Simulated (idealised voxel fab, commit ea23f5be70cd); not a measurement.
This section sets out a process module, namely voxel trench capacitor.
FYI the section here is cut, 145 nm wide, cells are 5 nm squares.
Reading order for cross-sections: top band down to bottom band. Underlying form: a grid of square cells. Band size: one or more rows of cells. In this notation a band is specified by the heights of its top and bottom, in that order and in nm, after which its materials appear from left to right, each paired with its width in nm. The word "throughout" attached to a single material means that material fills the band from edge to edge; the word "empty" stands for empty space. The level at which height equals 0 is the one under which the wafer, as it arrives, is entirely one material. No lower edge exists for the bottom band, which continues downward and is notated as in "0 -> down". A two-number width, for instance "30..40", indicates that the width is equal to the first number in the top row of the band and to the second number in the bottom row, and that it changes by a constant amount per row of cells. Take "no change" at face value: in the step it is given for, the cross-section changed in none of its cells. "Enclosed internal cavities": sealed empty spaces, 8 cells or more, no open way to top, listed width x height at distance, with distance from the left edge and width, height and distance in nm. Post-settings text on a step line: simulator's own remark regarding the step. A step's line can hold "overlay nm"; with a mask on that step, the setting says how far right of the planned place the mask lay, while a negative setting says it lay to the left.

Planned process steps:
- 1: RECEIVE,material Si
- 2: CONFORMAL_DEP,material SiN,thk nm 5
- 3: DIRECTIONAL_DEP,material aC,thk nm 15
- 4: PATTERN,tone open,mask id TRENCH,material resist,width nm 20,pitch nm 35,thk nm 35,overlay nm 0
- 5: DIRECTIONAL_ETCH,etch materials aC,depth nm 15
- 6: STRIP,etch materials resist
- 7: DIRECTIONAL_ETCH,etch materials SiN,depth nm 5
- 8: DIRECTIONAL_ETCH,etch materials Si,depth nm 35
- 9: STRIP,etch materials aC
- 10: CONFORMAL_DEP,material SiO2,thk nm 5
- 11: FILL_DEP,material polySi,thk nm 10
- 12: CMP,height nm 5

This is the cross-section of the wafer as we received it, i.e. after step 1:
  0 -> down  Si throughout
  Enclosed internal cavities: none

This is how the wafer looks in cross-section once the module is done, given the starting state and plan above and one mistake in carrying the plan out:
  5 -> 0  polySi (40), then SiO2 (5), then SiN (20), then SiO2 (5), then polySi (5), then SiO2 (5), then SiN (20), then SiO2 (5), then polySi (40)
  0 -> -30  polySi (40), then SiO2 (5), then Si (20), then SiO2 (5), then polySi (5), then SiO2 (5), then Si (20), then SiO2 (5), then polySi (40)
  -30 -> -35  SiO2 (45), then Si (20), then SiO2 (15), then Si (20), then SiO2 (45)
  -35 -> down  Si throughout
  Enclosed internal cavities: none
Diagnosis: for step 4, the planned setting was not used; the step was instead run as PATTERN,tone cover,mask id TRENCH,material resist,width nm 20,pitch nm 35,thk nm 35,overlay nm 0
